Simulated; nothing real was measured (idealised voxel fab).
process module | voxel fin reveal
cross-section cut | 200 nm wide | cells 5 nm
A cross-section is a grid of square cells, given in bands from the top down. A band is one or more rows of cells.
Each band's line starts with the height of the band's top and of its bottom, in nm. Then come its materials from left to right, each with its width in nm. One material with "throughout" fills the band from edge to edge. "air" is empty space.
Height 0 is the level under which the wafer as received is all one material. The lowest band goes on downwards, as in "0 down".
A width such as "30 to 40" changes by the same amount from each row of cells to the next, from the band's top row to its bottom row.
"no change" after a step means that no cell of the cross-section changed.
closed voids: empty space of 8 cells or more with no open way to the top, each as width x height at its distance from the left edge, in nm
after a step's settings: what the simulator itself notes on the step
overlay nm, on a step with a mask: how far to the right of its planned place the mask lay; to the left if negative
plan
1 op RECEIVE | material Si
2 op CONFORMAL_DEP | material SiN | thk nm 10
3 op MASKED_ETCH | tone cover | mask id FINS | width nm 15 | pitch nm 35 | etch materials SiN | depth nm 10 | overlay nm 0
4 op MASKED_ETCH | tone cover | mask id FINS | width nm 15 | pitch nm 35 | etch materials Si | depth nm 40 | overlay nm 0
5 op FILL_DEP | material SiO2 | thk nm 15
6 op CMP | height nm 10
7 op SELECTIVE_ETCH | etch materials SiO2 | depth nm 15
8 op STRIP | etch materials SiN
varied across the wafers: depth nm of step 7. The plan shows the first wafer's value. All wafers start alike
first wafer as received, after step 1
  0 down: Si throughout
  closed voids: none
first wafer at the end, after step 8
  0 to -5: air 75 | Si 15 | air 20 | Si 15 | air 75
  -5 to -40: SiO2 75 | Si 15 | SiO2 20 | Si 15 | SiO2 75
  -40 down: Si throughout
  closed voids: none
last wafer at the end
  0 to -30: air 75 | Si 15 | air 20 | Si 15 | air 75
  -30 to -40: SiO2 75 | Si 15 | SiO2 20 | Si 15 | SiO2 75
  -40 down: Si throughout
  closed voids: none
each wafer at the end: cells of each material gained (+) or lost (-) since it was received, then its closed voids
depth nm 15 | -272 Si | +238 SiO2 | closed voids: none
depth nm 20 | -272 Si | +204 SiO2 | closed voids: none
depth nm 25 | -272 Si | +170 SiO2 | closed voids: none
depth nm 30 | -272 Si | +136 SiO2 | closed voids: none
depth nm 35 | -272 Si | +102 SiO2 | closed voids: none
depth nm 40 | -272 Si | +68 SiO2 | closed voids: none
